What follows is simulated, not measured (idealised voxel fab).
The name of this process module is voxel air gaps.
cross-section cut | 285 nm wide | cells 5 nm
The cross-sections in this document take the form of a grid made of square cells. They are written out as bands, in order from top to bottom. Each band consists of one or more rows of cells. This entry defines a band. It first specifies the height of the band's top and the height of its bottom in nm, and then specifies the band's materials from left to right, stating each material with its width in nm. The word "everywhere" identifies a single material that fills the band from edge to edge, while the word "blank" identifies empty space. Height reference: 0 = level under which incoming wafer is all one material. Lowest band: no bottom, runs on downward, e.g. "0..down". A two-number width, for instance "30 to 40", indicates that the width is equal to the first number in the top row of the band and to the second number in the bottom row, and that it changes by a constant amount per row of cells. The cross-section has no changed cell in any step marked "same as before". Basically, "Closed void list" tells you about the enclosed voids: empty spaces with no open way to the top, 8 cells or bigger, each written width x height at distance, where distance is from the left edge, all in nm. Note: text after step settings on the step line = simulator remark on that step. overlay nm: right-of-plan distance of the mask on a masked step; negative values mean left-of-plan.

# Process steps (planned)
1. RECEIVE [material Si]
2. CONFORMAL_DEP [material SiO2] [thk nm 10]
3. CONFORMAL_DEP [material SiN] [thk nm 5]
4. DIRECTIONAL_DEP [material lowk] [thk nm 30]
5. MASKED_ETCH [tone open] [mask id LINES] [width nm 25] [pitch nm 50] [etch materials lowk] [depth nm 30] [overlay nm 0]
6. CONFORMAL_DEP [material TiN] [thk nm 5]
7. FILL_DEP [material Ru] [thk nm 5]
8. CMP [height nm 45]
9. EPI [material Ru] [thk nm 10]
10. SELECTIVE_ETCH [etch materials lowk] [depth nm 40]
11. CONFORMAL_DEP [material SiCN] [thk nm 5]

# Run as planned: first of two wafers

# Step 1 complete: cross-section of the wafer as received
	0..down  Si everywhere
	Closed void list: none

# You're looking at a cross-section of the wafer after step 2
	10..0  SiO2 everywhere
	Note: structure below 0 unchanged.

# You're looking at a cross-section of the wafer after step 3
	15..10  SiN everywhere
	Note: structure below 10 unchanged.

# You're looking at a cross-section of the wafer after step 4
	45..15  lowk everywhere
	Note: structure below 15 unchanged.

# You're looking at a cross-section of the wafer after step 5
	45..15  80 nm lowk; 25 nm blank; 25 nm lowk; 25 nm blank; 25 nm lowk; 25 nm blank; 80 nm lowk
	Note: structure below 15 unchanged.

# You're looking at a cross-section of the wafer after step 6
	50..45  85 nm TiN; 15 nm blank; 35 nm TiN; 15 nm blank; 35 nm TiN; 15 nm blank; 85 nm TiN
	45..20  80 nm lowk; 5 nm TiN; 15 nm blank; 5 nm TiN; 25 nm lowk; 5 nm TiN; 15 nm blank; 5 nm TiN; 25 nm lowk; 5 nm TiN; 15 nm blank; 5 nm TiN; 80 nm lowk
	20..15  80 nm lowk; 25 nm TiN; 25 nm lowk; 25 nm TiN; 25 nm lowk; 25 nm TiN; 80 nm lowk
	Note: structure below 15 unchanged.

# You're looking at a cross-section of the wafer after step 7
	55..50  Ru everywhere
	50..45  85 nm TiN; 15 nm Ru; 35 nm TiN; 15 nm Ru; 35 nm TiN; 15 nm Ru; 85 nm TiN
	45..20  80 nm lowk; 5 nm TiN; 15 nm Ru; 5 nm TiN; 25 nm lowk; 5 nm TiN; 15 nm Ru; 5 nm TiN; 25 nm lowk; 5 nm TiN; 15 nm Ru; 5 nm TiN; 80 nm lowk
	Note: structure below 20 unchanged.

# You're looking at a cross-section of the wafer after step 8
	45..20  80 nm lowk; 5 nm TiN; 15 nm Ru; 5 nm TiN; 25 nm lowk; 5 nm TiN; 15 nm Ru; 5 nm TiN; 25 nm lowk; 5 nm TiN; 15 nm Ru; 5 nm TiN; 80 nm lowk
	Note: structure below 20 unchanged.

# You're looking at a cross-section of the wafer after step 9
	55..45  70 nm blank; 45 nm Ru; 5 nm blank; 45 nm Ru; 5 nm blank; 45 nm Ru; 70 nm blank
	Note: structure below 45 unchanged.

# You're looking at a cross-section of the wafer after step 10
	55..45  70 nm blank; 45 nm Ru; 5 nm blank; 45 nm Ru; 5 nm blank; 45 nm Ru; 70 nm blank
	45..20  80 nm blank; 5 nm TiN; 15 nm Ru; 5 nm TiN; 25 nm blank; 5 nm TiN; 15 nm Ru; 5 nm TiN; 25 nm blank; 5 nm TiN; 15 nm Ru; 5 nm TiN; 80 nm blank
	20..15  80 nm blank; 25 nm TiN; 25 nm blank; 25 nm TiN; 25 nm blank; 25 nm TiN; 80 nm blank
	Note: structure below 15 unchanged.

# You're looking at a cross-section of the wafer after step 11
	60..55  65 nm blank; 155 nm SiCN; 65 nm blank
	55..45  65 nm blank; 5 nm SiCN; 45 nm Ru; 5 nm SiCN; 45 nm Ru; 5 nm SiCN; 45 nm Ru; 5 nm SiCN; 65 nm blank
	45..40  65 nm blank; 15 nm SiCN; 5 nm TiN; 15 nm Ru; 5 nm TiN; 25 nm SiCN; 5 nm TiN; 15 nm Ru; 5 nm TiN; 25 nm SiCN; 5 nm TiN; 15 nm Ru; 5 nm TiN; 15 nm SiCN; 65 nm blank
	40..20  75 nm blank; 5 nm SiCN; 5 nm TiN; 15 nm Ru; 5 nm TiN; 5 nm SiCN; 15 nm blank; 5 nm SiCN; 5 nm TiN; 15 nm Ru; 5 nm TiN; 5 nm SiCN; 15 nm blank; 5 nm SiCN; 5 nm TiN; 15 nm Ru; 5 nm TiN; 5 nm SiCN; 75 nm blank
	20..15  80 nm SiCN; 25 nm TiN; 25 nm SiCN; 25 nm TiN; 25 nm SiCN; 25 nm TiN; 80 nm SiCN
	Note: structure below 15 unchanged.
	Closed void list: 15 x 20 at 110; 15 x 20 at 160

# Wafer two. Same start, same plan, one slip in execution. Same as wafer one through step 8, inclusive

# when step 9 should have ended
	45..20  80 nm blank; 5 nm TiN; 15 nm Ru; 5 nm TiN; 25 nm blank; 5 nm TiN; 15 nm Ru; 5 nm TiN; 25 nm blank; 5 nm TiN; 15 nm Ru; 5 nm TiN; 80 nm blank
	20..15  80 nm blank; 25 nm TiN; 25 nm blank; 25 nm TiN; 25 nm blank; 25 nm TiN; 80 nm blank
	Note: structure below 15 unchanged.

# when step 10 should have ended
	55..45  70 nm blank; 45 nm Ru; 5 nm blank; 45 nm Ru; 5 nm blank; 45 nm Ru; 70 nm blank
	45..20  70 nm blank; 10 nm Ru; 5 nm TiN; 15 nm Ru; 5 nm TiN; 10 nm Ru; 5 nm blank; 10 nm Ru; 5 nm TiN; 15 nm Ru; 5 nm TiN; 10 nm Ru; 5 nm blank; 10 nm Ru; 5 nm TiN; 15 nm Ru; 5 nm TiN; 10 nm Ru; 70 nm blank
	20..15  70 nm blank; 10 nm Ru; 25 nm TiN; 10 nm Ru; 5 nm blank; 10 nm Ru; 25 nm TiN; 10 nm Ru; 5 nm blank; 10 nm Ru; 25 nm TiN; 10 nm Ru; 70 nm blank
	Note: structure below 15 unchanged.

# when step 11 should have ended
	60..55  65 nm blank; 155 nm SiCN; 65 nm blank
	55..45  65 nm blank; 5 nm SiCN; 45 nm Ru; 5 nm SiCN; 45 nm Ru; 5 nm SiCN; 45 nm Ru; 5 nm SiCN; 65 nm blank
	45..20  65 nm blank; 5 nm SiCN; 10 nm Ru; 5 nm TiN; 15 nm Ru; 5 nm TiN; 10 nm Ru; 5 nm SiCN; 10 nm Ru; 5 nm TiN; 15 nm Ru; 5 nm TiN; 10 nm Ru; 5 nm SiCN; 10 nm Ru; 5 nm TiN; 15 nm Ru; 5 nm TiN; 10 nm Ru; 5 nm SiCN; 65 nm blank
	20..15  70 nm SiCN; 10 nm Ru; 25 nm TiN; 10 nm Ru; 5 nm SiCN; 10 nm Ru; 25 nm TiN; 10 nm Ru; 5 nm SiCN; 10 nm Ru; 25 nm TiN; 10 nm Ru; 70 nm SiCN
	Note: structure below 15 unchanged.
Where did the run depart from the plan? mixed up steps 9 and 10 - ran each in the other's place
The final cell counts differ between the wafers, with the second having more or fewer of some materials than the first: 72 more of Ru | 32 fewer of SiCN
The first wafer finishes with 2 closed voids, while the second finishes with 0.
